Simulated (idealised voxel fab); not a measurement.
The name of this process module is voxel double patterning.
In the cross-section labelled cut, the width is 245 nm and each square cell is 5 nm.
In what follows, cross-sections appear as grids of square cells, described through bands that run from the top down, where every band is one or more rows of cells.
Band: top height; bottom height; in nm. Then, left to right: material with width in nm, for each material. "throughout": a single material spanning edge to edge. "blank": empty space.
Beneath 0, the wafer as received is one material, and that level is where height counting begins. The lowest band goes on downward without a bottom; it is written like "top 0, no bottom".
Per-row width for "30->40": begins at first number (top row of band), ends at second number (bottom row), increment between rows held constant.
Key: "changes: none" - step with no changed cell in the cross-section.
For the entry "Sealed cavities", the listed items are empty spaces with no open way to the top whose size is 8 cells or more; each item follows the pattern width x height at distance, where distance is from the left edge and all three are in nm.
Step line, after settings: the simulator's comment on this step.
"overlay nm" answers the question of how far to the right of plan the mask lay on a step that has a mask, and when it is negative the answer is to the left.

# plan
| 1 | RECEIVE [material Si] |
| 2 | CONFORMAL_DEP [material SiO2] [thk nm 10] |
| 3 | DIRECTIONAL_DEP [material W] [thk nm 15] |
| 4 | DIRECTIONAL_DEP [material SiN] [thk nm 5] |
| 5 | PATTERN [tone open] [mask id FIRST] [material resist] [width nm 15] [pitch nm 50] [thk nm 20] [overlay nm 0] |
| 6 | DIRECTIONAL_ETCH [etch materials SiN] [depth nm 5] |
| 7 | STRIP [etch materials resist] |
| 8 | MASKED_ETCH [tone open] [mask id SECOND] [width nm 15] [etch materials SiN] [depth nm 5] [overlay nm 0] |
| 9 | DIRECTIONAL_ETCH [etch materials W] [depth nm 15] |
| 10 | STRIP [etch materials SiN] |

# As-received wafer cross-section (after step 1)
- top 0, no bottom = Si throughout
- Sealed cavities: none

# Wafer at module end, in section. Began as above, planned as above, run with one mistake
- top 30, bottom 25 = SiN=90 / blank=15 / SiN=10 / blank=15 / SiN=10 / blank=15 / SiN=90
- top 25, bottom 10 = W=90 / blank=15 / W=10 / blank=15 / W=10 / blank=15 / W=90
- top 10, bottom 0 = SiO2 throughout
- top 0, no bottom = Si throughout
- Sealed cavities: none
what went wrong: no execution of plan step 10; skipped
